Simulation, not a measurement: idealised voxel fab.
Presented below is a process module, voxel air gaps.
The width of the displayed cross-section, cut, is 290 nm; its cells are square, with a size of 5 nm.
Cross-section layout: square cells on a grid; listed as bands, top to bottom; a band spans one or more cell rows. The entry gives the band's vertical extent as a top height and a bottom height in nm, then its horizontal make-up as materials from left to right, each with a width in nm. "air" stands for empty space; a single material marked "throughout" fills the band edge to edge. The level at which height equals 0 is the one under which the wafer, as it arrives, is entirely one material. No lower edge exists for the bottom band, which continues downward and is notated as in "0 nm and below". Per-row width for "30 to 40": begins at first number (top row of band), ends at second number (bottom row), increment between rows held constant. Key: "no alteration" - step with no changed cell in the cross-section. Closed empty spaces (no open way to the top) of 8 cells or more are what "Catalogued sealed voids" lists, each as width x height at distance from the left edge, nm for all three. Text after the settings on a step's line: the simulator's own remark on that step. When a step includes a mask, the "overlay nm" setting on its line states how far to the right of its planned place that mask lay, and negative values state how far to the left.
STEPS PLANNED FOR THE PROCESS
step 1: op RECEIVE | material Si
step 2: op CONFORMAL_DEP | material SiO2 | thk nm 10
step 3: op CONFORMAL_DEP | material SiCN | thk nm 5
step 4: op DIRECTIONAL_DEP | material lowk | thk nm 40
step 5: op PATTERN | tone open | mask id LINES | material resist | width nm 15 | pitch nm 40 | thk nm 15 | overlay nm 0
step 6: op DIRECTIONAL_ETCH | etch materials lowk | depth nm 40
step 7: op STRIP | etch materials resist
step 8: op CONFORMAL_DEP | material TiN | thk nm 5
step 9: op FILL_DEP | material Ru | thk nm 10
step 10: op CMP | height nm 55
step 11: op EPI | material Ru | thk nm 10
step 12: op SELECTIVE_ETCH | etch materials lowk | depth nm 50
step 13: op CONFORMAL_DEP | material SiCN | thk nm 5
INCOMING WAFER IN CROSS-SECTION (STATE: AFTER STEP 1)
* 0 nm and below | Si throughout
* Catalogued sealed voids: none
HERE'S THE WAFER CUT IN CROSS-SECTION AFTER THE MODULE, STARTED AND PLANNED JUST LIKE ABOVE, EXCEPT ONE THING WAS DONE WRONG IN THE RUN
* 70 nm to 65 nm | air 75 | SiCN 125 | air 90
* 65 nm to 55 nm | air 75 | SiCN 5 | Ru 35 | SiCN 5 | Ru 35 | SiCN 5 | Ru 35 | SiCN 5 | air 90
* 55 nm to 50 nm | air 75 | SiCN 15 | TiN 5 | Ru 5 | TiN 5 | SiCN 25 | TiN 5 | Ru 5 | TiN 5 | SiCN 25 | TiN 5 | Ru 5 | TiN 5 | SiCN 15 | air 90
* 50 nm to 20 nm | air 85 | SiCN 5 | TiN 5 | Ru 5 | TiN 5 | SiCN 5 | air 15 | SiCN 5 | TiN 5 | Ru 5 | TiN 5 | SiCN 5 | air 15 | SiCN 5 | TiN 5 | Ru 5 | TiN 5 | SiCN 5 | air 100
* 20 nm to 15 nm | SiCN 90 | TiN 15 | SiCN 25 | TiN 15 | SiCN 25 | TiN 15 | SiCN 105
* 15 nm to 10 nm | SiCN throughout
* 10 nm to 0 nm | SiO2 throughout
* 0 nm and below | Si throughout
* Catalogued sealed voids: 15 x 30 at 110; 15 x 30 at 150
So what did we get wrong on this run? contrary to plan, step 5 was performed as op PATTERN | tone open | mask id LINES | material resist | width nm 15 | pitch nm 40 | thk nm 15 | overlay nm -5
